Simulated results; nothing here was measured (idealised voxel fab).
Process module name: voxel self aligned vias
cross-section cut | 180 nm wide | cells 5 nm
Cross-sections here: square-cell grids, written as top-down lists of bands, a band being one or more rows of cells. What a band's entry tells you: where the top is and where the bottom is, as heights in nm, and after that what lies inside, material by material from left to right, each with its width in nm. Empty space is written as the word "blank", and a single material marked with the word "full width" occupies the band from edge to edge. Convention: height 0 is the level below which the wafer, as received, is all one material. The lowest band does not terminate at the bottom but continues downward, represented as "from 0 down". Graded width ("30 to 40"): value in top row of band = first number; value in bottom row = second number; row-to-row change constant. It should be understood that the words "remains unaltered", when stated for a given step, signify that the cross-section underwent no change in any of its cells during that step. Each empty space that has no open way to the top and spans at least 8 cells appears under "Internal closed voids" as width x height at distance, the distance counted from the left edge, all in nm. Anything after a step's settings on that line? It's the simulator's own note about the step. A step's line can hold "overlay nm"; with a mask on that step, the setting says how far right of the planned place the mask lay, while a negative setting says it lay to the left.
This section lists the process steps that were planned
1) RECEIVE [material Si]
2) CONFORMAL_DEP [material SiO2] [thk nm 15]
3) CONFORMAL_DEP [material SiCN] [thk nm 5]
4) DIRECTIONAL_DEP [material SiO2] [thk nm 25]
5) PATTERN [tone open] [mask id LINES] [material resist] [width nm 20] [pitch nm 70] [thk nm 20] [overlay nm 0]
6) DIRECTIONAL_ETCH [etch materials SiO2] [depth nm 25]
7) STRIP [etch materials resist]
8) CONFORMAL_DEP [material TiN] [thk nm 5]
9) FILL_DEP [material Ru] [thk nm 5]
10) CMP [height nm 45]
11) SELECTIVE_ETCH [etch materials W Ru TiN] [depth nm 5]
12) FILL_DEP [material SiN] [thk nm 5]
13) CMP [height nm 45]
14) DIRECTIONAL_DEP [material SiO2] [thk nm 15]
15) PATTERN [tone open] [mask id VIAS] [material resist] [width nm 40] [pitch nm 70] [thk nm 20] [overlay nm 0]
16) DIRECTIONAL_ETCH [etch materials SiO2] [depth nm 15]
17) DIRECTIONAL_ETCH [etch materials SiN] [depth nm 5]
18) STRIP [etch materials resist]
19) CONFORMAL_DEP [material TiN] [thk nm 5]
20) FILL_DEP [material Cu] [thk nm 10]
21) CMP [height nm 60]
22) CONFORMAL_DEP [material SiN] [thk nm 5]
First out of two wafers; run went to plan
Cross-section of the wafer upon arrival, representing the state reached after step 1
> from 0 down | Si full width
> Internal closed voids: none
The wafer, seen in cross-section, after step 2
> from 15 to 0 | SiO2 full width
> Everything under 0 stays put, no change at all.
The wafer, seen in cross-section, after step 3
> from 20 to 15 | SiCN full width
> Everything under 15 stays put, no change at all.
The wafer, seen in cross-section, after step 4
> from 45 to 20 | SiO2 full width
> Everything under 20 stays put, no change at all.
The wafer, seen in cross-section, after step 5
> from 65 to 45 | 45 resist / 20 blank / 50 resist / 20 blank / 45 resist
> Everything under 45 stays put, no change at all.
The wafer, seen in cross-section, after step 6
> from 65 to 45 | 45 resist / 20 blank / 50 resist / 20 blank / 45 resist
> from 45 to 20 | 45 SiO2 / 20 blank / 50 SiO2 / 20 blank / 45 SiO2
> Everything under 20 stays put, no change at all.
The wafer, seen in cross-section, after step 7
> from 45 to 20 | 45 SiO2 / 20 blank / 50 SiO2 / 20 blank / 45 SiO2
> Everything under 20 stays put, no change at all.
The wafer, seen in cross-section, after step 8
> from 50 to 45 | 50 TiN / 10 blank / 60 TiN / 10 blank / 50 TiN
> from 45 to 25 | 45 SiO2 / 5 TiN / 10 blank / 5 TiN / 50 SiO2 / 5 TiN / 10 blank / 5 TiN / 45 SiO2
> from 25 to 20 | 45 SiO2 / 20 TiN / 50 SiO2 / 20 TiN / 45 SiO2
> Everything under 20 stays put, no change at all.
The wafer, seen in cross-section, after step 9
> from 55 to 50 | Ru full width
> from 50 to 45 | 50 TiN / 10 Ru / 60 TiN / 10 Ru / 50 TiN
> from 45 to 25 | 45 SiO2 / 5 TiN / 10 Ru / 5 TiN / 50 SiO2 / 5 TiN / 10 Ru / 5 TiN / 45 SiO2
> Everything under 25 stays put, no change at all.
The wafer, seen in cross-section, after step 10
> from 45 to 25 | 45 SiO2 / 5 TiN / 10 Ru / 5 TiN / 50 SiO2 / 5 TiN / 10 Ru / 5 TiN / 45 SiO2
> Everything under 25 stays put, no change at all.
The wafer, seen in cross-section, after step 11
> from 45 to 40 | 45 SiO2 / 20 blank / 50 SiO2 / 20 blank / 45 SiO2
> Everything under 40 stays put, no change at all.
The wafer, seen in cross-section, after step 12
> from 50 to 45 | SiN full width
> from 45 to 40 | 45 SiO2 / 20 SiN / 50 SiO2 / 20 SiN / 45 SiO2
> Everything under 40 stays put, no change at all.
The wafer, seen in cross-section, after step 13
> from 45 to 40 | 45 SiO2 / 20 SiN / 50 SiO2 / 20 SiN / 45 SiO2
> Everything under 40 stays put, no change at all.
The wafer, seen in cross-section, after step 14
> from 60 to 45 | SiO2 full width
> Everything under 45 stays put, no change at all.
The wafer, seen in cross-section, after step 15
> from 80 to 60 | 35 resist / 40 blank / 30 resist / 40 blank / 35 resist
> Everything under 60 stays put, no change at all.
The wafer, seen in cross-section, after step 16
> from 80 to 60 | 35 resist / 40 blank / 30 resist / 40 blank / 35 resist
> from 60 to 45 | 35 SiO2 / 40 blank / 30 SiO2 / 40 blank / 35 SiO2
> Everything under 45 stays put, no change at all.
The wafer, seen in cross-section, after step 17
> from 80 to 60 | 35 resist / 40 blank / 30 resist / 40 blank / 35 resist
> from 60 to 45 | 35 SiO2 / 40 blank / 30 SiO2 / 40 blank / 35 SiO2
> from 45 to 40 | 45 SiO2 / 20 blank / 50 SiO2 / 20 blank / 45 SiO2
> Everything under 40 stays put, no change at all.
The wafer, seen in cross-section, after step 18
> from 60 to 45 | 35 SiO2 / 40 blank / 30 SiO2 / 40 blank / 35 SiO2
> Everything under 45 stays put, no change at all.
The wafer, seen in cross-section, after step 19
> from 65 to 60 | 40 TiN / 30 blank / 40 TiN / 30 blank / 40 TiN
> from 60 to 50 | 35 SiO2 / 5 TiN / 30 blank / 5 TiN / 30 SiO2 / 5 TiN / 30 blank / 5 TiN / 35 SiO2
> from 50 to 45 | 35 SiO2 / 15 TiN / 10 blank / 15 TiN / 30 SiO2 / 15 TiN / 10 blank / 15 TiN / 35 SiO2
> from 45 to 40 | 45 SiO2 / 20 TiN / 50 SiO2 / 20 TiN / 45 SiO2
> Everything under 40 stays put, no change at all.
The wafer, seen in cross-section, after step 20
> from 75 to 65 | Cu full width
> from 65 to 60 | 40 TiN / 30 Cu / 40 TiN / 30 Cu / 40 TiN
> from 60 to 50 | 35 SiO2 / 5 TiN / 30 Cu / 5 TiN / 30 SiO2 / 5 TiN / 30 Cu / 5 TiN / 35 SiO2
> from 50 to 45 | 35 SiO2 / 15 TiN / 10 Cu / 15 TiN / 30 SiO2 / 15 TiN / 10 Cu / 15 TiN / 35 SiO2
> Everything under 45 stays put, no change at all.
The wafer, seen in cross-section, after step 21
> from 60 to 50 | 35 SiO2 / 5 TiN / 30 Cu / 5 TiN / 30 SiO2 / 5 TiN / 30 Cu / 5 TiN / 35 SiO2
> Everything under 50 stays put, no change at all.
The wafer, seen in cross-section, after step 22
> from 65 to 60 | SiN full width
> Everything under 60 stays put, no change at all.
Okay, second wafer. Nothing different at the start, nothing different in the plan, just one mistake somewhere in the running. As far as step 13, counting that step, it's the first wafer all over again
Second wafer, cross-section, planned end of step 14
> from 60 to 45 | TiN full width
> Everything under 45 stays put, no change at all.
Second wafer, cross-section, planned end of step 15
> from 80 to 60 | 35 resist / 40 blank / 30 resist / 40 blank / 35 resist
> Everything under 60 stays put, no change at all.
Second wafer, cross-section, planned end of step 16: remains unaltered
Second wafer, cross-section, planned end of step 17: remains unaltered
Second wafer, cross-section, planned end of step 18
> from 60 to 45 | TiN full width
> Everything under 45 stays put, no change at all.
Second wafer, cross-section, planned end of step 19
> from 65 to 45 | TiN full width
> Everything under 45 stays put, no change at all.
Second wafer, cross-section, planned end of step 20
> from 75 to 65 | Cu full width
> Everything under 65 stays put, no change at all.
Second wafer, cross-section, planned end of step 21
> from 60 to 45 | TiN full width
> Everything under 45 stays put, no change at all.
Second wafer, cross-section, planned end of step 22
> from 65 to 60 | SiN full width
> Everything under 60 stays put, no change at all.
Deviation noted in wafer processing: step 14, actual vs plan mismatch, actual run DIRECTIONAL_DEP [material TiN] [thk nm 15]
The second wafer ends with more or fewer cells of some materials than the first, per final count: 28 fewer of Cu, 8 more of SiN, 60 fewer of SiO2, 80 more of TiN
